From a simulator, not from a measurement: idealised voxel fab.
process module | voxel self aligned vias
cross-section cut | 140 nm wide | cells 5 nm
A cross-section is a grid of square cells, given in bands from the top down. A band is one or more rows of cells.
Each band's line starts with the height of the band's top and of its bottom, in nm. Then come its materials from left to right, each with its width in nm. One material with "throughout" fills the band from edge to edge. "air" is empty space.
Height 0 is the level under which the wafer as received is all one material. The lowest band goes on downwards, as in "0 down".
A width such as "30 to 40" changes by the same amount from each row of cells to the next, from the band's top row to its bottom row.
"no change" after a step means that no cell of the cross-section changed.
closed voids: empty space of 8 cells or more with no open way to the top, each as width x height at its distance from the left edge, in nm
after a step's settings: what the simulator itself notes on the step
overlay nm, on a step with a mask: how far to the right of its planned place the mask lay; to the left if negative
plan
1 op RECEIVE | material Si
2 op CONFORMAL_DEP | material SiO2 | thk nm 10
3 op CONFORMAL_DEP | material SiCN | thk nm 5
4 op DIRECTIONAL_DEP | material lowk | thk nm 30
5 op PATTERN | tone open | mask id LINES | material resist | width nm 20 | pitch nm 45 | thk nm 20 | overlay nm 0
6 op DIRECTIONAL_ETCH | etch materials lowk | depth nm 30
7 op STRIP | etch materials resist
8 op CONFORMAL_DEP | material TiN | thk nm 5
9 op FILL_DEP | material W | thk nm 10
10 op CMP | height nm 45
11 op SELECTIVE_ETCH | etch materials W Ru TiN | depth nm 10
12 op FILL_DEP | material SiN | thk nm 5
13 op CMP | height nm 45
14 op DIRECTIONAL_DEP | material lowk | thk nm 20
15 op DIRECTIONAL_DEP | material aC | thk nm 10
16 op PATTERN | tone open | mask id VIAS | material resist | width nm 30 | pitch nm 45 | thk nm 25 | overlay nm 0
17 op DIRECTIONAL_ETCH | etch materials aC | depth nm 10
18 op STRIP | etch materials resist
19 op DIRECTIONAL_ETCH | etch materials lowk | depth nm 20
20 op DIRECTIONAL_ETCH | etch materials SiN | depth nm 10
21 op STRIP | etch materials aC
22 op CONFORMAL_DEP | material TiN | thk nm 5
23 op FILL_DEP | material Cu | thk nm 10
24 op CMP | height nm 65
25 op CONFORMAL_DEP | material SiCN | thk nm 5
first wafer, as planned
as received, after step 1
  0 down: Si throughout
  closed voids: none
after step 2
  10 to 0: SiO2 throughout
  below 0: unchanged
after step 3
  15 to 10: SiCN throughout
  below 10: unchanged
after step 4
  45 to 15: lowk throughout
  below 15: unchanged
after step 5
  65 to 45: resist 35 | air 20 | resist 25 | air 20 | resist 40
  below 45: unchanged
after step 6
  65 to 45: resist 35 | air 20 | resist 25 | air 20 | resist 40
  45 to 15: lowk 35 | air 20 | lowk 25 | air 20 | lowk 40
  below 15: unchanged
after step 7
  45 to 15: lowk 35 | air 20 | lowk 25 | air 20 | lowk 40
  below 15: unchanged
after step 8
  50 to 45: TiN 40 | air 10 | TiN 35 | air 10 | TiN 45
  45 to 20: lowk 35 | TiN 5 | air 10 | TiN 5 | lowk 25 | TiN 5 | air 10 | TiN 5 | lowk 40
  20 to 15: lowk 35 | TiN 20 | lowk 25 | TiN 20 | lowk 40
  below 15: unchanged
after step 9
  60 to 50: W throughout
  50 to 45: TiN 40 | W 10 | TiN 35 | W 10 | TiN 45
  45 to 20: lowk 35 | TiN 5 | W 10 | TiN 5 | lowk 25 | TiN 5 | W 10 | TiN 5 | lowk 40
  below 20: unchanged
after step 10
  45 to 20: lowk 35 | TiN 5 | W 10 | TiN 5 | lowk 25 | TiN 5 | W 10 | TiN 5 | lowk 40
  below 20: unchanged
after step 11
  45 to 35: lowk 35 | air 20 | lowk 25 | air 20 | lowk 40
  below 35: unchanged
after step 12
  50 to 45: SiN throughout
  45 to 35: lowk 35 | SiN 20 | lowk 25 | SiN 20 | lowk 40
  below 35: unchanged
after step 13
  45 to 35: lowk 35 | SiN 20 | lowk 25 | SiN 20 | lowk 40
  below 35: unchanged
after step 14
  65 to 45: lowk throughout
  below 45: unchanged
after step 15
  75 to 65: aC throughout
  below 65: unchanged
after step 16
  100 to 75: resist 30 | air 30 | resist 15 | air 30 | resist 35
  below 75: unchanged
after step 17
  90 to 75: resist 30 | air 30 | resist 15 | air 30 | resist 35
  75 to 65: aC 30 | air 30 | aC 15 | air 30 | aC 35
  below 65: unchanged
after step 18
  75 to 65: aC 30 | air 30 | aC 15 | air 30 | aC 35
  below 65: unchanged
after step 19
  75 to 65: aC 30 | air 30 | aC 15 | air 30 | aC 35
  65 to 45: lowk 30 | air 30 | lowk 15 | air 30 | lowk 35
  below 45: unchanged
after step 20
  75 to 65: aC 30 | air 30 | aC 15 | air 30 | aC 35
  65 to 45: lowk 30 | air 30 | lowk 15 | air 30 | lowk 35
  45 to 35: lowk 35 | air 20 | lowk 25 | air 20 | lowk 40
  below 35: unchanged
after step 21
  65 to 45: lowk 30 | air 30 | lowk 15 | air 30 | lowk 35
  below 45: unchanged
after step 22
  70 to 65: TiN 35 | air 20 | TiN 25 | air 20 | TiN 40
  65 to 50: lowk 30 | TiN 5 | air 20 | TiN 5 | lowk 15 | TiN 5 | air 20 | TiN 5 | lowk 35
  50 to 40: lowk 30 to 35 | TiN 10 to 5 | air 10 | TiN 10 to 5 | lowk 15 to 25 | TiN 10 to 5 | air 10 | TiN 10 to 5 | lowk 35 to 40
  40 to 35: lowk 35 | TiN 20 | lowk 25 | TiN 20 | lowk 40
  below 35: unchanged
after step 23
  80 to 70: Cu throughout
  70 to 65: TiN 35 | Cu 20 | TiN 25 | Cu 20 | TiN 40
  65 to 50: lowk 30 | TiN 5 | Cu 20 | TiN 5 | lowk 15 | TiN 5 | Cu 20 | TiN 5 | lowk 35
  50 to 40: lowk 30 to 35 | TiN 10 to 5 | Cu 10 | TiN 10 to 5 | lowk 15 to 25 | TiN 10 to 5 | Cu 10 | TiN 10 to 5 | lowk 35 to 40
  below 40: unchanged
after step 24
  65 to 50: lowk 30 | TiN 5 | Cu 20 | TiN 5 | lowk 15 | TiN 5 | Cu 20 | TiN 5 | lowk 35
  below 50: unchanged
after step 25
  70 to 65: SiCN throughout
  below 65: unchanged
second wafer: like start, like plan, one mistake. Through step 4 it matches the first wafer
when step 5 should have ended
  65 to 45: air 35 | resist 20 | air 25 | resist 20 | air 40
  below 45: unchanged
when step 6 should have ended
  65 to 45: air 35 | resist 20 | air 25 | resist 20 | air 40
  45 to 15: air 35 | lowk 20 | air 25 | lowk 20 | air 40
  below 15: unchanged
when step 7 should have ended
  45 to 15: air 35 | lowk 20 | air 25 | lowk 20 | air 40
  below 15: unchanged
when step 8 should have ended
  50 to 45: air 30 | TiN 30 | air 15 | TiN 30 | air 35
  45 to 20: air 30 | TiN 5 | lowk 20 | TiN 5 | air 15 | TiN 5 | lowk 20 | TiN 5 | air 35
  20 to 15: TiN 35 | lowk 20 | TiN 25 | lowk 20 | TiN 40
  below 15: unchanged
when step 9 should have ended
  60 to 50: W throughout
  50 to 45: W 30 | TiN 30 | W 15 | TiN 30 | W 35
  45 to 20: W 30 | TiN 5 | lowk 20 | TiN 5 | W 15 | TiN 5 | lowk 20 | TiN 5 | W 35
  below 20: unchanged
when step 10 should have ended
  45 to 20: W 30 | TiN 5 | lowk 20 | TiN 5 | W 15 | TiN 5 | lowk 20 | TiN 5 | W 35
  below 20: unchanged
when step 11 should have ended
  45 to 35: air 35 | lowk 20 | air 25 | lowk 20 | air 40
  below 35: unchanged
when step 12 should have ended
  50 to 45: SiN throughout
  45 to 35: SiN 35 | lowk 20 | SiN 25 | lowk 20 | SiN 40
  below 35: unchanged
when step 13 should have ended
  45 to 35: SiN 35 | lowk 20 | SiN 25 | lowk 20 | SiN 40
  below 35: unchanged
when step 14 should have ended
  65 to 45: lowk throughout
  below 45: unchanged
when step 15 should have ended
  75 to 65: aC throughout
  below 65: unchanged
when step 16 should have ended
  100 to 75: resist 30 | air 30 | resist 15 | air 30 | resist 35
  below 75: unchanged
when step 17 should have ended
  90 to 75: resist 30 | air 30 | resist 15 | air 30 | resist 35
  75 to 65: aC 30 | air 30 | aC 15 | air 30 | aC 35
  below 65: unchanged
when step 18 should have ended
  75 to 65: aC 30 | air 30 | aC 15 | air 30 | aC 35
  below 65: unchanged
when step 19 should have ended
  75 to 65: aC 30 | air 30 | aC 15 | air 30 | aC 35
  65 to 45: lowk 30 | air 30 | lowk 15 | air 30 | lowk 35
  below 45: unchanged
when step 20 should have ended
  75 to 65: aC 30 | air 30 | aC 15 | air 30 | aC 35
  65 to 45: lowk 30 | air 30 | lowk 15 | air 30 | lowk 35
  45 to 35: SiN 30 | air 5 | lowk 20 | air 5 | SiN 15 | air 5 | lowk 20 | air 5 | SiN 35
  below 35: unchanged
when step 21 should have ended
  65 to 45: lowk 30 | air 30 | lowk 15 | air 30 | lowk 35
  below 45: unchanged
when step 22 should have ended
  70 to 65: TiN 35 | air 20 | TiN 25 | air 20 | TiN 40
  65 to 50: lowk 30 | TiN 5 | air 20 | TiN 5 | lowk 15 | TiN 5 | air 20 | TiN 5 | lowk 35
  50 to 45: lowk 30 | TiN 30 | lowk 15 | TiN 30 | lowk 35
  45 to 35: SiN 30 | TiN 5 | lowk 20 | TiN 5 | SiN 15 | TiN 5 | lowk 20 | TiN 5 | SiN 35
  below 35: unchanged
when step 23 should have ended
  80 to 70: Cu throughout
  70 to 65: TiN 35 | Cu 20 | TiN 25 | Cu 20 | TiN 40
  65 to 50: lowk 30 | TiN 5 | Cu 20 | TiN 5 | lowk 15 | TiN 5 | Cu 20 | TiN 5 | lowk 35
  below 50: unchanged
when step 24 should have ended
  65 to 50: lowk 30 | TiN 5 | Cu 20 | TiN 5 | lowk 15 | TiN 5 | Cu 20 | TiN 5 | lowk 35
  below 50: unchanged
when step 25 should have ended
  70 to 65: SiCN throughout
  below 65: unchanged
what went wrong: step 5 ran as: op PATTERN | tone cover | mask id LINES | material resist | width nm 20 | pitch nm 45 | thk nm 20 | overlay nm 0
at the end the second wafer has, in cells: 8 fewer of Cu | 32 more of SiN | 12 more of TiN | 36 more of W | 72 fewer of lowk
